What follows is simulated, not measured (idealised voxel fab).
process module | voxel wiring stack
cross-section cut | 185 nm wide | cells 5 nm
A cross-section is a grid of square cells, given in bands from the top down. A band is one or more rows of cells.
Each band's line starts with the height of the band's top and of its bottom, in nm. Then come its materials from left to right, each with its width in nm. One material with "throughout" fills the band from edge to edge. "air" is empty space.
Height 0 is the level under which the wafer as received is all one material. The lowest band goes on downwards, as in "0 down".
A width such as "30 to 40" changes by the same amount from each row of cells to the next, from the band's top row to its bottom row.
"no change" after a step means that no cell of the cross-section changed.
closed voids: empty space of 8 cells or more with no open way to the top, each as width x height at its distance from the left edge, in nm
after a step's settings: what the simulator itself notes on the step
overlay nm, on a step with a mask: how far to the right of its planned place the mask lay; to the left if negative
plan
1 op RECEIVE | material Si
2 op CONFORMAL_DEP | material SiO2 | thk nm 15
3 op DIRECTIONAL_DEP | material TiN | thk nm 5
4 op DIRECTIONAL_DEP | material W | thk nm 15
5 op PATTERN | tone cover | mask id METAL_1 | material resist | width nm 20 | pitch nm 45 | thk nm 20 | overlay nm 0
6 op DIRECTIONAL_ETCH | etch materials W | depth nm 15
7 op DIRECTIONAL_ETCH | etch materials TiN | depth nm 5
8 op STRIP | etch materials resist
9 op CONFORMAL_DEP | material SiN | thk nm 5
10 op FILL_DEP | material lowk | thk nm 5
11 op CMP | height nm 35
12 op CONFORMAL_DEP | material SiCN | thk nm 5
13 op DIRECTIONAL_DEP | material SiO2 | thk nm 35
14 op MASKED_ETCH | tone open | mask id METAL_2 | width nm 20 | pitch nm 45 | etch materials SiO2 | depth nm 20 | overlay nm 0
15 op DIRECTIONAL_DEP | material aC | thk nm 15
16 op PATTERN | tone open | mask id METAL_2_HOLES | material resist | width nm 15 | pitch nm 45 | thk nm 35 | overlay nm 0
17 op DIRECTIONAL_ETCH | etch materials aC | depth nm 15
18 op STRIP | etch materials resist
19 op DIRECTIONAL_ETCH | etch materials SiO2 | depth nm 15
20 op DIRECTIONAL_ETCH | etch materials SiCN | depth nm 5
21 op STRIP | etch materials aC
22 op CONFORMAL_DEP | material TiN | thk nm 5
23 op FILL_DEP | material Cu | thk nm 5
24 op CMP | height nm 75
25 op CONFORMAL_DEP | material SiCN | thk nm 5
26 op DIRECTIONAL_DEP | material lowk | thk nm 10
27 op PATTERN | tone open | mask id PLUG_2 | material resist | width nm 15 | thk nm 20 | overlay nm 0
28 op DIRECTIONAL_ETCH | etch materials lowk | depth nm 10
29 op DIRECTIONAL_ETCH | etch materials SiCN | depth nm 5
30 op STRIP | etch materials resist
31 op CONFORMAL_DEP | material TiN | thk nm 5
32 op FILL_DEP | material W | thk nm 5
33 op CMP | height nm 90
34 op CONFORMAL_DEP | material SiCN | thk nm 5
35 op DIRECTIONAL_DEP | material SiO2 | thk nm 25
36 op PATTERN | tone open | mask id METAL_3 | material resist | width nm 20 | pitch nm 45 | thk nm 20 | overlay nm 0
37 op DIRECTIONAL_ETCH | etch materials SiO2 | depth nm 25
38 op DIRECTIONAL_ETCH | etch materials SiCN | depth nm 5
39 op STRIP | etch materials resist
40 op CONFORMAL_DEP | material TiN | thk nm 5
41 op FILL_DEP | material Cu | thk nm 10
42 op CMP | height nm 120
43 op CONFORMAL_DEP | material SiCN | thk nm 5
44 op DIRECTIONAL_DEP | material lowk | thk nm 10
45 op PATTERN | tone open | mask id PLUG_3 | material resist | width nm 15 | pitch nm 45 | thk nm 15 | overlay nm 0
46 op DIRECTIONAL_ETCH | etch materials lowk | depth nm 10
47 op DIRECTIONAL_ETCH | etch materials SiCN | depth nm 5
48 op STRIP | etch materials resist
49 op EPI | material Ru | thk nm 10
50 op EPI | material Ru | thk nm 5
51 op DIRECTIONAL_DEP | material TiN | thk nm 5
52 op DIRECTIONAL_DEP | material W | thk nm 25
53 op MASKED_ETCH | tone cover | mask id METAL_4 | width nm 20 | pitch nm 45 | etch materials W | depth nm 25 | overlay nm 0
54 op MASKED_ETCH | tone cover | mask id METAL_4 | width nm 20 | pitch nm 45 | etch materials TiN | depth nm 5 | overlay nm 0
55 op CONFORMAL_DEP | material SiN | thk nm 5
56 op FILL_DEP | material SiO2 | thk nm 10
57 op CMP | height nm 165
58 op CONFORMAL_DEP | material SiN | thk nm 5
as received, after step 1
  0 down: Si throughout
  closed voids: none
first wafer at the end, as planned
  170 to 165: SiN throughout
  165 to 140: SiO2 55 | SiN 5 | W 20 | SiN 5 | SiO2 15 | SiN 5 | W 20 | SiN 5 | SiO2 55
  140 to 135: SiN 60 | TiN 20 | SiN 25 | TiN 20 | SiN 60
  135 to 125: lowk 60 | Ru 15 | lowk 30 | Ru 15 | lowk 65
  125 to 120: SiCN 60 | Ru 15 | SiCN 30 | Ru 15 | SiCN 65
  120 to 95: SiO2 60 | TiN 5 | Cu 10 | TiN 5 | SiO2 25 | TiN 5 | Cu 10 | TiN 5 | SiO2 60
  95 to 90: SiCN 60 | TiN 20 | SiCN 25 | TiN 20 | SiCN 60
  90 to 80: lowk 60 | TiN 5 | W 5 | TiN 5 | lowk 110
  80 to 75: SiCN 60 | TiN 15 | SiCN 110
  75 to 60: SiO2 60 | TiN 5 | Cu 10 | TiN 5 | SiO2 25 | TiN 5 | Cu 10 | TiN 5 | SiO2 60
  60 to 55: SiO2 60 | TiN 5 | Cu 5 | TiN 10 | SiO2 25 | TiN 5 | Cu 5 | TiN 10 | SiO2 60
  55 to 40: SiO2 60 | TiN 5 | Cu 5 | TiN 5 | SiO2 30 | TiN 5 | Cu 5 | TiN 5 | SiO2 65
  40 to 35: SiCN 60 | TiN 15 | SiCN 30 | TiN 15 | SiCN 65
  35 to 20: lowk 55 | SiN 5 | W 20 | SiN 5 | lowk 15 | SiN 5 | W 20 | SiN 5 | lowk 55
  20 to 15: SiN 60 | TiN 20 | SiN 25 | TiN 20 | SiN 60
  15 to 0: SiO2 throughout
  0 down: Si throughout
  closed voids: none
second wafer at the end: like start, like plan, one mistake
  170 to 165: SiN throughout
  165 to 140: SiO2 55 | SiN 5 | W 20 | SiN 5 | SiO2 15 | SiN 5 | W 20 | SiN 5 | SiO2 55
  140 to 135: SiN 60 | TiN 20 | SiN 25 | TiN 20 | SiN 60
  135 to 125: lowk 60 | Ru 15 | lowk 30 | Ru 15 | lowk 65
  125 to 120: SiCN 60 | Ru 15 | SiCN 30 | Ru 15 | SiCN 65
  120 to 95: SiO2 60 | TiN 5 | Cu 10 | TiN 5 | SiO2 25 | TiN 5 | Cu 10 | TiN 5 | SiO2 60
  95 to 90: SiCN 60 | TiN 20 | SiCN 25 | TiN 20 | SiCN 60
  90 to 85: SiCN 60 | TiN 15 | SiCN 110
  85 to 75: lowk throughout
  75 to 60: SiO2 60 | TiN 5 | Cu 10 | TiN 5 | SiO2 25 | TiN 5 | Cu 10 | TiN 5 | SiO2 60
  60 to 55: SiO2 60 | TiN 5 | Cu 5 | TiN 10 | SiO2 25 | TiN 5 | Cu 5 | TiN 10 | SiO2 60
  55 to 40: SiO2 60 | TiN 5 | Cu 5 | TiN 5 | SiO2 30 | TiN 5 | Cu 5 | TiN 5 | SiO2 65
  40 to 35: SiCN 60 | TiN 15 | SiCN 30 | TiN 15 | SiCN 65
  35 to 20: lowk 55 | SiN 5 | W 20 | SiN 5 | lowk 15 | SiN 5 | W 20 | SiN 5 | lowk 55
  20 to 15: SiN 60 | TiN 20 | SiN 25 | TiN 20 | SiN 60
  15 to 0: SiO2 throughout
  0 down: Si throughout
  closed voids: none
what went wrong: steps 25 and 26 were swapped
at the end the second wafer has, in cells: 4 fewer of TiN | 2 fewer of W | 6 more of lowk
